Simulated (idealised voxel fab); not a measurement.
The process module that follows is named voxel gate over fins.
Each square cell in cross-section cut measures 5 nm, and the section as a whole is 295 nm wide.
Cross-section spec: square-cell grid; bands listed top down; each band is one or more rows.
Quick guide to a band line: top height, bottom height (nm) up front; then every material left to right with its width in nm. Only one material and it's marked "everywhere"? Then it fills the band edge to edge. And "empty" just means empty space.
Ref level 0: as-received wafer is one material below here. Bottom band extends down with no lower bound ("0 nm and below").
With a width like "30->40", each row of cells in the band differs from the next by the same amount, the top row carrying the first number and the bottom row the second.
"nothing got changed" -> step changed no cross-section cell.
You'll see "Unvented internal voids" listing empty spaces that have no way open to the top, as long as they're 8 cells or more; the notation is width x height at distance, where the distance is from the left edge, and all of it is in nm.
Past the settings on a step's line: simulator remark, on that step.
overlay nm: right-of-plan distance of the mask on a masked step; negative values mean left-of-plan.
# Steps in the process plan
step 1: op RECEIVE | material Si
step 2: op CONFORMAL_DEP | material SiN | thk nm 10
step 3: op DIRECTIONAL_DEP | material aC | thk nm 15
step 4: op PATTERN | tone cover | mask id FINS | material resist | width nm 15 | pitch nm 35 | thk nm 35 | overlay nm 0
step 5: op DIRECTIONAL_ETCH | etch materials aC | depth nm 15
step 6: op STRIP | etch materials resist
step 7: op DIRECTIONAL_ETCH | etch materials SiN | depth nm 10
step 8: op DIRECTIONAL_ETCH | etch materials Si | depth nm 40
step 9: op STRIP | etch materials aC
step 10: op FILL_DEP | material SiO2 | thk nm 10
step 11: op CMP | height nm 10
step 12: op SELECTIVE_ETCH | etch materials SiO2 | depth nm 20
step 13: op STRIP | etch materials SiN
step 14: op CONFORMAL_DEP | material HfO2 | thk nm 5
step 15: op CONFORMAL_DEP | material TiN | thk nm 5
step 16: op CONFORMAL_DEP | material TiAl | thk nm 5
step 17: op CONFORMAL_DEP | material TiN | thk nm 5
step 18: op FILL_DEP | material W | thk nm 15
step 19: op CMP | height nm 30
step 20: op CONFORMAL_DEP | material SiCN | thk nm 5
# Of two wafers, the first: run according to plan
# This is the cross-section of the wafer as we received it, i.e. after step 1
	0 nm and below  Si everywhere
	Unvented internal voids: none
# The following cross-section depicts the wafer upon completion of step 2
	10 nm to 0 nm  SiN everywhere
	Below a height of 0, the structure has not been altered.
# The following cross-section depicts the wafer upon completion of step 3
	25 nm to 10 nm  aC everywhere
	Below a height of 10, the structure has not been altered.
# The following cross-section depicts the wafer upon completion of step 4
	60 nm to 25 nm  empty 120 nm, resist 15 nm, empty 20 nm, resist 15 nm, empty 125 nm
	Below a height of 25, the structure has not been altered.
# The following cross-section depicts the wafer upon completion of step 5
	45 nm to 25 nm  empty 120 nm, resist 15 nm, empty 20 nm, resist 15 nm, empty 125 nm
	25 nm to 10 nm  empty 120 nm, aC 15 nm, empty 20 nm, aC 15 nm, empty 125 nm
	Below a height of 10, the structure has not been altered.
# The following cross-section depicts the wafer upon completion of step 6
	25 nm to 10 nm  empty 120 nm, aC 15 nm, empty 20 nm, aC 15 nm, empty 125 nm
	Below a height of 10, the structure has not been altered.
# The following cross-section depicts the wafer upon completion of step 7
	25 nm to 10 nm  empty 120 nm, aC 15 nm, empty 20 nm, aC 15 nm, empty 125 nm
	10 nm to 0 nm  empty 120 nm, SiN 15 nm, empty 20 nm, SiN 15 nm, empty 125 nm
	Below a height of 0, the structure has not been altered.
# The following cross-section depicts the wafer upon completion of step 8
	25 nm to 10 nm  empty 120 nm, aC 15 nm, empty 20 nm, aC 15 nm, empty 125 nm
	10 nm to 0 nm  empty 120 nm, SiN 15 nm, empty 20 nm, SiN 15 nm, empty 125 nm
	0 nm to -40 nm  empty 120 nm, Si 15 nm, empty 20 nm, Si 15 nm, empty 125 nm
	Below a height of -40, the structure has not been altered.
# The following cross-section depicts the wafer upon completion of step 9
	10 nm to 0 nm  empty 120 nm, SiN 15 nm, empty 20 nm, SiN 15 nm, empty 125 nm
	Below a height of 0, the structure has not been altered.
# The following cross-section depicts the wafer upon completion of step 10
	20 nm to 10 nm  SiO2 everywhere
	10 nm to 0 nm  SiO2 120 nm, SiN 15 nm, SiO2 20 nm, SiN 15 nm, SiO2 125 nm
	0 nm to -40 nm  SiO2 120 nm, Si 15 nm, SiO2 20 nm, Si 15 nm, SiO2 125 nm
	Below a height of -40, the structure has not been altered.
# The following cross-section depicts the wafer upon completion of step 11
	10 nm to 0 nm  SiO2 120 nm, SiN 15 nm, SiO2 20 nm, SiN 15 nm, SiO2 125 nm
	Below a height of 0, the structure has not been altered.
# The following cross-section depicts the wafer upon completion of step 12
	10 nm to 0 nm  empty 120 nm, SiN 15 nm, empty 20 nm, SiN 15 nm, empty 125 nm
	0 nm to -10 nm  empty 120 nm, Si 15 nm, empty 20 nm, Si 15 nm, empty 125 nm
	Below a height of -10, the structure has not been altered.
# The following cross-section depicts the wafer upon completion of step 13
	0 nm to -10 nm  empty 120 nm, Si 15 nm, empty 20 nm, Si 15 nm, empty 125 nm
	Below a height of -10, the structure has not been altered.
# The following cross-section depicts the wafer upon completion of step 14
	5 nm to 0 nm  empty 115 nm, HfO2 25 nm, empty 10 nm, HfO2 25 nm, empty 120 nm
	0 nm to -5 nm  empty 115 nm, HfO2 5 nm, Si 15 nm, HfO2 5 nm, empty 10 nm, HfO2 5 nm, Si 15 nm, HfO2 5 nm, empty 120 nm
	-5 nm to -10 nm  HfO2 120 nm, Si 15 nm, HfO2 20 nm, Si 15 nm, HfO2 125 nm
	Below a height of -10, the structure has not been altered.
# The following cross-section depicts the wafer upon completion of step 15
	10 nm to 5 nm  empty 110 nm, TiN 70 nm, empty 115 nm
	5 nm to 0 nm  empty 110 nm, TiN 5 nm, HfO2 25 nm, TiN 10 nm, HfO2 25 nm, TiN 5 nm, empty 115 nm
	0 nm to -5 nm  TiN 115 nm, HfO2 5 nm, Si 15 nm, HfO2 5 nm, TiN 10 nm, HfO2 5 nm, Si 15 nm, HfO2 5 nm, TiN 120 nm
	Below a height of -5, the structure has not been altered.
# The following cross-section depicts the wafer upon completion of step 16
	15 nm to 10 nm  empty 105 nm, TiAl 80 nm, empty 110 nm
	10 nm to 5 nm  empty 105 nm, TiAl 5 nm, TiN 70 nm, TiAl 5 nm, empty 110 nm
	5 nm to 0 nm  TiAl 110 nm, TiN 5 nm, HfO2 25 nm, TiN 10 nm, HfO2 25 nm, TiN 5 nm, TiAl 115 nm
	Below a height of 0, the structure has not been altered.
# The following cross-section depicts the wafer upon completion of step 17
	20 nm to 15 nm  empty 100 nm, TiN 90 nm, empty 105 nm
	15 nm to 10 nm  empty 100 nm, TiN 5 nm, TiAl 80 nm, TiN 5 nm, empty 105 nm
	10 nm to 5 nm  TiN 105 nm, TiAl 5 nm, TiN 70 nm, TiAl 5 nm, TiN 110 nm
	Below a height of 5, the structure has not been altered.
# The following cross-section depicts the wafer upon completion of step 18
	35 nm to 20 nm  W everywhere
	20 nm to 15 nm  W 100 nm, TiN 90 nm, W 105 nm
	15 nm to 10 nm  W 100 nm, TiN 5 nm, TiAl 80 nm, TiN 5 nm, W 105 nm
	Below a height of 10, the structure has not been altered.
# The following cross-section depicts the wafer upon completion of step 19
	30 nm to 20 nm  W everywhere
	Below a height of 20, the structure has not been altered.
# The following cross-section depicts the wafer upon completion of step 20
	35 nm to 30 nm  SiCN everywhere
	Below a height of 30, the structure has not been altered.
# The second wafer: identical to the first at the outset and in its planned sequence, differing only in that one mistake was made during processing; up to and including step 3, its path is the first wafer's path
# Cross-section of the second wafer corresponding to the planned conclusion of step 4
	60 nm to 25 nm  empty 120 nm, resist 20 nm, empty 15 nm, resist 20 nm, empty 120 nm
	Below a height of 25, the structure has not been altered.
# Cross-section of the second wafer corresponding to the planned conclusion of step 5
	45 nm to 25 nm  empty 120 nm, resist 20 nm, empty 15 nm, resist 20 nm, empty 120 nm
	25 nm to 10 nm  empty 120 nm, aC 20 nm, empty 15 nm, aC 20 nm, empty 120 nm
	Below a height of 10, the structure has not been altered.
# Cross-section of the second wafer corresponding to the planned conclusion of step 6
	25 nm to 10 nm  empty 120 nm, aC 20 nm, empty 15 nm, aC 20 nm, empty 120 nm
	Below a height of 10, the structure has not been altered.
# Cross-section of the second wafer corresponding to the planned conclusion of step 7
	25 nm to 10 nm  empty 120 nm, aC 20 nm, empty 15 nm, aC 20 nm, empty 120 nm
	10 nm to 0 nm  empty 120 nm, SiN 20 nm, empty 15 nm, SiN 20 nm, empty 120 nm
	Below a height of 0, the structure has not been altered.
# Cross-section of the second wafer corresponding to the planned conclusion of step 8
	25 nm to 10 nm  empty 120 nm, aC 20 nm, empty 15 nm, aC 20 nm, empty 120 nm
	10 nm to 0 nm  empty 120 nm, SiN 20 nm, empty 15 nm, SiN 20 nm, empty 120 nm
	0 nm to -40 nm  empty 120 nm, Si 20 nm, empty 15 nm, Si 20 nm, empty 120 nm
	Below a height of -40, the structure has not been altered.
# Cross-section of the second wafer corresponding to the planned conclusion of step 9
	10 nm to 0 nm  empty 120 nm, SiN 20 nm, empty 15 nm, SiN 20 nm, empty 120 nm
	Below a height of 0, the structure has not been altered.
# Cross-section of the second wafer corresponding to the planned conclusion of step 10
	20 nm to 10 nm  SiO2 everywhere
	10 nm to 0 nm  SiO2 120 nm, SiN 20 nm, SiO2 15 nm, SiN 20 nm, SiO2 120 nm
	0 nm to -40 nm  SiO2 120 nm, Si 20 nm, SiO2 15 nm, Si 20 nm, SiO2 120 nm
	Below a height of -40, the structure has not been altered.
# Cross-section of the second wafer corresponding to the planned conclusion of step 11
	10 nm to 0 nm  SiO2 120 nm, SiN 20 nm, SiO2 15 nm, SiN 20 nm, SiO2 120 nm
	Below a height of 0, the structure has not been altered.
# Cross-section of the second wafer corresponding to the planned conclusion of step 12
	10 nm to 0 nm  empty 120 nm, SiN 20 nm, empty 15 nm, SiN 20 nm, empty 120 nm
	0 nm to -10 nm  empty 120 nm, Si 20 nm, empty 15 nm, Si 20 nm, empty 120 nm
	Below a height of -10, the structure has not been altered.
# Cross-section of the second wafer corresponding to the planned conclusion of step 13
	0 nm to -10 nm  empty 120 nm, Si 20 nm, empty 15 nm, Si 20 nm, empty 120 nm
	Below a height of -10, the structure has not been altered.
# Cross-section of the second wafer corresponding to the planned conclusion of step 14
	5 nm to 0 nm  empty 115 nm, HfO2 30 nm, empty 5 nm, HfO2 30 nm, empty 115 nm
	0 nm to -5 nm  empty 115 nm, HfO2 5 nm, Si 20 nm, HfO2 5 nm, empty 5 nm, HfO2 5 nm, Si 20 nm, HfO2 5 nm, empty 115 nm
	-5 nm to -10 nm  HfO2 120 nm, Si 20 nm, HfO2 15 nm, Si 20 nm, HfO2 120 nm
	Below a height of -10, the structure has not been altered.
# Cross-section of the second wafer corresponding to the planned conclusion of step 15
	10 nm to 5 nm  empty 110 nm, TiN 75 nm, empty 110 nm
	5 nm to 0 nm  empty 110 nm, TiN 5 nm, HfO2 30 nm, TiN 5 nm, HfO2 30 nm, TiN 5 nm, empty 110 nm
	0 nm to -5 nm  TiN 115 nm, HfO2 5 nm, Si 20 nm, HfO2 5 nm, TiN 5 nm, HfO2 5 nm, Si 20 nm, HfO2 5 nm, TiN 115 nm
	Below a height of -5, the structure has not been altered.
# Cross-section of the second wafer corresponding to the planned conclusion of step 16
	15 nm to 10 nm  empty 105 nm, TiAl 85 nm, empty 105 nm
	10 nm to 5 nm  empty 105 nm, TiAl 5 nm, TiN 75 nm, TiAl 5 nm, empty 105 nm
	5 nm to 0 nm  TiAl 110 nm, TiN 5 nm, HfO2 30 nm, TiN 5 nm, HfO2 30 nm, TiN 5 nm, TiAl 110 nm
	Below a height of 0, the structure has not been altered.
# Cross-section of the second wafer corresponding to the planned conclusion of step 17
	20 nm to 15 nm  empty 100 nm, TiN 95 nm, empty 100 nm
	15 nm to 10 nm  empty 100 nm, TiN 5 nm, TiAl 85 nm, TiN 5 nm, empty 100 nm
	10 nm to 5 nm  TiN 105 nm, TiAl 5 nm, TiN 75 nm, TiAl 5 nm, TiN 105 nm
	Below a height of 5, the structure has not been altered.
# Cross-section of the second wafer corresponding to the planned conclusion of step 18
	35 nm to 20 nm  W everywhere
	20 nm to 15 nm  W 100 nm, TiN 95 nm, W 100 nm
	15 nm to 10 nm  W 100 nm, TiN 5 nm, TiAl 85 nm, TiN 5 nm, W 100 nm
	Below a height of 10, the structure has not been altered.
# Cross-section of the second wafer corresponding to the planned conclusion of step 19
	30 nm to 20 nm  W everywhere
	Below a height of 20, the structure has not been altered.
# Cross-section of the second wafer corresponding to the planned conclusion of step 20
	35 nm to 30 nm  SiCN everywhere
	Below a height of 30, the structure has not been altered.
Misprocessing identified: step 4 changed vs plan, executed as op PATTERN | tone cover | mask id FINS | material resist | width nm 20 | pitch nm 35 | thk nm 35 | overlay nm 0
The closing comparison, in cells, has the second wafer with more or fewer of some materials than the first: 16 more of Si; 12 fewer of SiO2; 2 fewer of TiN; 2 fewer of W
